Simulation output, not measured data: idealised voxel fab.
Documented hereafter: the process module known as voxel released beams.
This is section cut - it's 245 nm across, gridded in 5 nm square cells.
Cross-section = grid of square cells, listed top down in bands; band = one or more rows.
The band entry comprises the height of the band's top followed by the height of its bottom, expressed in nm, and subsequently the band's materials from left to right, each stated together with its width in nm. Where a single material is marked with the word "all across", that material fills the band from edge to edge. The word "air" represents empty space.
Zero point of the height axis is 0; under it, received wafer = one material. Lowest band: continues down indefinitely, "from 0 down".
A two-number width, for instance "30..40", indicates that the width is equal to the first number in the top row of the band and to the second number in the bottom row, and that it changes by a constant amount per row of cells.
Step note "remained unchanged" = no cross-section cell changed.
Basically, "Voids, enclosed" tells you about the enclosed voids: empty spaces with no open way to the top, 8 cells or bigger, each written width x height at distance, where distance is from the left edge, all in nm.
Note: text after step settings on the step line = simulator remark on that step.
For masked steps, "overlay nm" on the step line gives how far right of plan the mask actually lay; a minus sign means it lay to the left.
## Process steps (planned)
step 1: RECEIVE, material Si
step 2: CONFORMAL_DEP, material Al2O3, thk nm 5
step 3: DIRECTIONAL_DEP, material SiO2, thk nm 15
step 4: MASKED_ETCH, tone open, mask id ANCHOR, width nm 25, etch materials SiO2, depth nm 15, overlay nm 0
step 5: CONFORMAL_DEP, material polySi, thk nm 10
step 6: MASKED_ETCH, tone cover, mask id BEAM, width nm 70, etch materials polySi, depth nm 10, overlay nm 0
step 7: STRIP, etch materials SiO2
## First of two wafers - as planned
## Wafer as received: cross-section following step 1
  from 0 down = Si all across
  Voids, enclosed: none
## How the wafer stands in section after step 2
  from 5 to 0 = Al2O3 all across
  Note: structure below 0 unchanged.
## How the wafer stands in section after step 3
  from 20 to 5 = SiO2 all across
  Note: structure below 5 unchanged.
## How the wafer stands in section after step 4
  from 20 to 5 = 90 nm SiO2, then 25 nm air, then 130 nm SiO2
  Note: structure below 5 unchanged.
## How the wafer stands in section after step 5
  from 30 to 20 = 100 nm polySi, then 5 nm air, then 140 nm polySi
  from 20 to 15 = 90 nm SiO2, then 10 nm polySi, then 5 nm air, then 10 nm polySi, then 130 nm SiO2
  from 15 to 5 = 90 nm SiO2, then 25 nm polySi, then 130 nm SiO2
  Note: structure below 5 unchanged.
## How the wafer stands in section after step 6
  from 30 to 20 = 85 nm air, then 15 nm polySi, then 5 nm air, then 50 nm polySi, then 90 nm air
  Note: structure below 20 unchanged.
## How the wafer stands in section after step 7
  from 30 to 20 = 85 nm air, then 15 nm polySi, then 5 nm air, then 50 nm polySi, then 90 nm air
  from 20 to 15 = 90 nm air, then 10 nm polySi, then 5 nm air, then 10 nm polySi, then 130 nm air
  from 15 to 5 = 90 nm air, then 25 nm polySi, then 130 nm air
  Note: structure below 5 unchanged.
## Wafer two. Same start, same plan, one slip in execution. Same as wafer one through step 6, inclusive
## Second wafer at the planned finish of step 7, seen in cross-section
  from 20 to 5 = 90 nm SiO2, then 25 nm air, then 130 nm SiO2
  Note: structure below 5 unchanged.
In executing the process, a mistake was made relative to the plan: step 7: run off-plan, actual operation and settings STRIP, etch materials polySi
It is noted that, at the conclusion of processing, the second wafer exhibits a higher or lower cell count for certain materials relative to the first: SiO2 +132 | polySi -40
